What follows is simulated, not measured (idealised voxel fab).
The process module presented herein is designated voxel wiring stack.
Displayed cross-section: cut, width of 230 nm, square cells sized 5 nm.
Cross-section, as written here: a square-cell grid given band by band from the top down, where a band holds one or more rows of cells. Heads up on the band format: heights come first, top then bottom, in nm. After that it's the materials left to right, each with its width in nm. A single material flagged "all across" fills the whole band edge to edge, and "empty" means there's empty space there. Height 0 is the level under which the wafer as received is all one material. The lowest band goes on downwards, as in "0 -> down". A two-number width, for instance "30..40", indicates that the width is equal to the first number in the top row of the band and to the second number in the bottom row, and that it changes by a constant amount per row of cells. It should be understood that the words "no alterations made", when stated for a given step, signify that the cross-section underwent no change in any of its cells during that step. "Fully closed voids" means: voids of 8 cells or more that are shut off from the top with no open way through. Written width x height at distance, distance from the left edge, in nm. Formally, on a step line, whatever follows the settings is a remark that the simulator itself makes on the step. "overlay nm", when on a step's line for a step with a mask, measures how far to the right of its planned place the mask lay; a negative measure means to the left.

Listed below are the process steps as planned:
1. RECEIVE (material Si)
2. CONFORMAL_DEP (material SiO2; thk nm 10)
3. DIRECTIONAL_DEP (material TiN; thk nm 5)
4. DIRECTIONAL_DEP (material W; thk nm 20)
5. DIRECTIONAL_DEP (material aC; thk nm 15)
6. PATTERN (tone cover; mask id METAL_1; material resist; width nm 30; pitch nm 50; thk nm 35; overlay nm 0)
7. DIRECTIONAL_ETCH (etch materials aC; depth nm 15)
8. STRIP (etch materials resist)
9. DIRECTIONAL_ETCH (etch materials W; depth nm 20)
10. DIRECTIONAL_ETCH (etch materials TiN; depth nm 5)
11. STRIP (etch materials aC)
12. FILL_DEP (material SiO2; thk nm 5)
13. CMP (height nm 35)
14. CONFORMAL_DEP (material SiCN; thk nm 5)
15. DIRECTIONAL_DEP (material SiO2; thk nm 25)
16. DIRECTIONAL_DEP (material aC; thk nm 15)
17. PATTERN (tone open; mask id METAL_2; material resist; width nm 30; pitch nm 50; thk nm 35; overlay nm 0)
18. DIRECTIONAL_ETCH (etch materials aC; depth nm 15)
19. STRIP (etch materials resist)
20. DIRECTIONAL_ETCH (etch materials SiO2; depth nm 15)
21. STRIP (etch materials aC)
22. PATTERN (tone open; mask id METAL_2_HOLES; material resist; width nm 15; pitch nm 50; thk nm 20; overlay nm 0)
23. DIRECTIONAL_ETCH (etch materials SiO2; depth nm 10)
24. DIRECTIONAL_ETCH (etch materials SiCN; depth nm 5)
25. STRIP (etch materials resist)
26. CONFORMAL_DEP (material TiN; thk nm 5)
27. FILL_DEP (material Cu; thk nm 5)
28. CMP (height nm 65)
29. CONFORMAL_DEP (material SiCN; thk nm 5)
30. DIRECTIONAL_DEP (material SiO2; thk nm 30)
31. DIRECTIONAL_DEP (material aC; thk nm 10)
32. PATTERN (tone open; mask id METAL_3_HOLES; material resist; width nm 15; pitch nm 50; thk nm 30; overlay nm -15)
33. DIRECTIONAL_ETCH (etch materials aC; depth nm 10)
34. STRIP (etch materials resist)
35. DIRECTIONAL_ETCH (etch materials SiO2; depth nm 30)
36. STRIP (etch materials aC)
37. DIRECTIONAL_DEP (material aC; thk nm 15)
38. PATTERN (tone open; mask id METAL_3; material resist; width nm 30; pitch nm 50; thk nm 35; overlay nm 0)
39. DIRECTIONAL_ETCH (etch materials aC; depth nm 15)
40. STRIP (etch materials resist)
41. DIRECTIONAL_ETCH (etch materials SiO2; depth nm 20)
42. DIRECTIONAL_ETCH (etch materials SiCN; depth nm 5)
43. STRIP (etch materials aC)
44. CONFORMAL_DEP (material TiN; thk nm 5)
45. FILL_DEP (material Cu; thk nm 10)
46. CMP (height nm 100)
47. CONFORMAL_DEP (material SiN; thk nm 5)
varied across the wafers: overlay nm of step 32. The plan shows the first wafer's value. All wafers start alike

Received wafers, first of several: cross-section after step 1:
> 0 -> down | Si all across
> Fully closed voids: none

The rows of the table below are wafers. Looking at the end of the module, a row counts, for every material, the cells the wafer has gained, shown as (+), or lost, shown as (-), since it was received; its closed voids come next:
overlay nm -15 | +68 Cu | +86 SiCN | +46 SiN | +636 SiO2 | +82 TiN | +48 W | Fully closed voids: none
overlay nm -10 | +62 Cu | +84 SiCN | +46 SiN | +644 SiO2 | +82 TiN | +48 W | Fully closed voids: none
overlay nm -5 | +56 Cu | +82 SiCN | +46 SiN | +652 SiO2 | +82 TiN | +48 W | Fully closed voids: none
overlay nm 0 | +52 Cu | +80 SiCN | +46 SiN | +660 SiO2 | +80 TiN | +48 W | Fully closed voids: none
overlay nm 5 | +52 Cu | +80 SiCN | +46 SiN | +660 SiO2 | +80 TiN | +48 W | Fully closed voids: none
overlay nm 10 | +52 Cu | +80 SiCN | +46 SiN | +660 SiO2 | +80 TiN | +48 W | Fully closed voids: none
overlay nm 15 | +52 Cu | +80 SiCN | +46 SiN | +660 SiO2 | +80 TiN | +48 W | Fully closed voids: none
